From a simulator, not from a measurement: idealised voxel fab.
The document below concerns the process module designated voxel self aligned vias.
cross-section cut | 205 nm wide | cells 5 nm
Format of a cross-section: grid, square cells. Given as bands. Order: top down. Band: one or more rows of cells.
Each band's line starts with the height of the band's top and of its bottom, in nm. Then come its materials from left to right, each with its width in nm. One material with "edge to edge" fills the band from edge to edge. "blank" is empty space.
Below 0: as-received wafer, all one material; heights counted from there. Lowest band: no bottom, goes on down, written "0 nm and below".
A two-number width, for instance "30..40", indicates that the width is equal to the first number in the top row of the band and to the second number in the bottom row, and that it changes by a constant amount per row of cells.
Reading "no change occurred" for a step: not a cell of the cross-section changed in it.
The entry "closed voids" lists the empty spaces that cover at least 8 cells and have no open path to the top. Each is written as width x height at distance, where the distance is measured from the left edge and all three values are in nm.
Past the settings on a step's line: simulator remark, on that step.
The line of a step may include "overlay nm". On a step with a mask, this value is how far to the right of its planned place the mask lay. A negative value means the mask lay to the left.

The following list gives the planned process steps:
1 RECEIVE | material Si
2 CONFORMAL_DEP | material SiO2 | thk nm 10
3 CONFORMAL_DEP | material SiCN | thk nm 5
4 DIRECTIONAL_DEP | material lowk | thk nm 30
5 PATTERN | tone open | mask id LINES | material resist | width nm 20 | pitch nm 55 | thk nm 15 | overlay nm 0
6 DIRECTIONAL_ETCH | etch materials lowk | depth nm 30
7 STRIP | etch materials resist
8 CONFORMAL_DEP | material TiN | thk nm 5
9 FILL_DEP | material W | thk nm 5
10 CMP | height nm 45
11 SELECTIVE_ETCH | etch materials W Ru TiN | depth nm 10
12 FILL_DEP | material SiN | thk nm 10
13 CMP | height nm 45
14 DIRECTIONAL_DEP | material lowk | thk nm 20
15 DIRECTIONAL_DEP | material aC | thk nm 10
16 PATTERN | tone open | mask id VIAS | material resist | width nm 30 | pitch nm 55 | thk nm 30 | overlay nm 0
17 DIRECTIONAL_ETCH | etch materials aC | depth nm 10
18 STRIP | etch materials resist
19 DIRECTIONAL_ETCH | etch materials lowk | depth nm 20
20 DIRECTIONAL_ETCH | etch materials SiN | depth nm 10
21 STRIP | etch materials aC
22 CONFORMAL_DEP | material TiN | thk nm 5
23 FILL_DEP | material Ru | thk nm 5
24 CMP | height nm 65
25 CONFORMAL_DEP | material SiCN | thk nm 5

So this is the incoming wafer in cross-section - it's already been through step 1:
* 0 nm and below | Si edge to edge
* closed voids: none

The first of the two wafers as seen in cross-section once the module was finished; processing followed the plan:
* 70 nm to 65 nm | SiCN edge to edge
* 65 nm to 50 nm | lowk 30, then TiN 5, then Ru 20, then TiN 5, then lowk 25, then TiN 5, then Ru 20, then TiN 5, then lowk 25, then TiN 5, then Ru 20, then TiN 5, then lowk 35
* 50 nm to 40 nm | lowk 30..35, then TiN 10..5, then Ru 10, then TiN 10..5, then lowk 25..35, then TiN 10..5, then Ru 10, then TiN 10..5, then lowk 25..35, then TiN 10..5, then Ru 10, then TiN 10..5, then lowk 35..40
* 40 nm to 35 nm | lowk 35, then TiN 20, then lowk 35, then TiN 20, then lowk 35, then TiN 20, then lowk 40
* 35 nm to 20 nm | lowk 35, then TiN 5, then W 10, then TiN 5, then lowk 35, then TiN 5, then W 10, then TiN 5, then lowk 35, then TiN 5, then W 10, then TiN 5, then lowk 40
* 20 nm to 15 nm | lowk 35, then TiN 20, then lowk 35, then TiN 20, then lowk 35, then TiN 20, then lowk 40
* 15 nm to 10 nm | SiCN edge to edge
* 10 nm to 0 nm | SiO2 edge to edge
* 0 nm and below | Si edge to edge
* closed voids: none

Module end: cross-section of wafer two of two. Same start and process plan as the first wafer. One mistake during execution:
* 70 nm to 65 nm | SiCN edge to edge
* 65 nm to 50 nm | lowk 30, then TiN 5, then Ru 20, then TiN 5, then lowk 25, then TiN 5, then Ru 20, then TiN 5, then lowk 25, then TiN 5, then Ru 20, then TiN 5, then lowk 35
* 50 nm to 40 nm | lowk 30..40, then TiN 15..5, then Ru 5, then TiN 10..5, then lowk 25..40, then TiN 15..5, then Ru 5, then TiN 10..5, then lowk 25..40, then TiN 15..5, then Ru 5, then TiN 10..5, then lowk 35..40
* 40 nm to 35 nm | lowk 40, then TiN 15, then lowk 40, then TiN 15, then lowk 40, then TiN 15, then lowk 40
* 35 nm to 20 nm | lowk 40, then TiN 5, then W 5, then TiN 5, then lowk 40, then TiN 5, then W 5, then TiN 5, then lowk 40, then TiN 5, then W 5, then TiN 5, then lowk 40
* 20 nm to 15 nm | lowk 40, then TiN 15, then lowk 40, then TiN 15, then lowk 40, then TiN 15, then lowk 40
* 15 nm to 10 nm | SiCN edge to edge
* 10 nm to 0 nm | SiO2 edge to edge
* 0 nm and below | Si edge to edge
* closed voids: none
What was the processing mistake? in deviation from the planned setting, step 5 was conducted as PATTERN | tone open | mask id LINES | material resist | width nm 15 | pitch nm 55 | thk nm 15 | overlay nm 0
The final cell counts differ between the wafers, with the second having more or fewer of some materials than the first: -6 Ru, -3 TiN, -9 W, +18 lowk
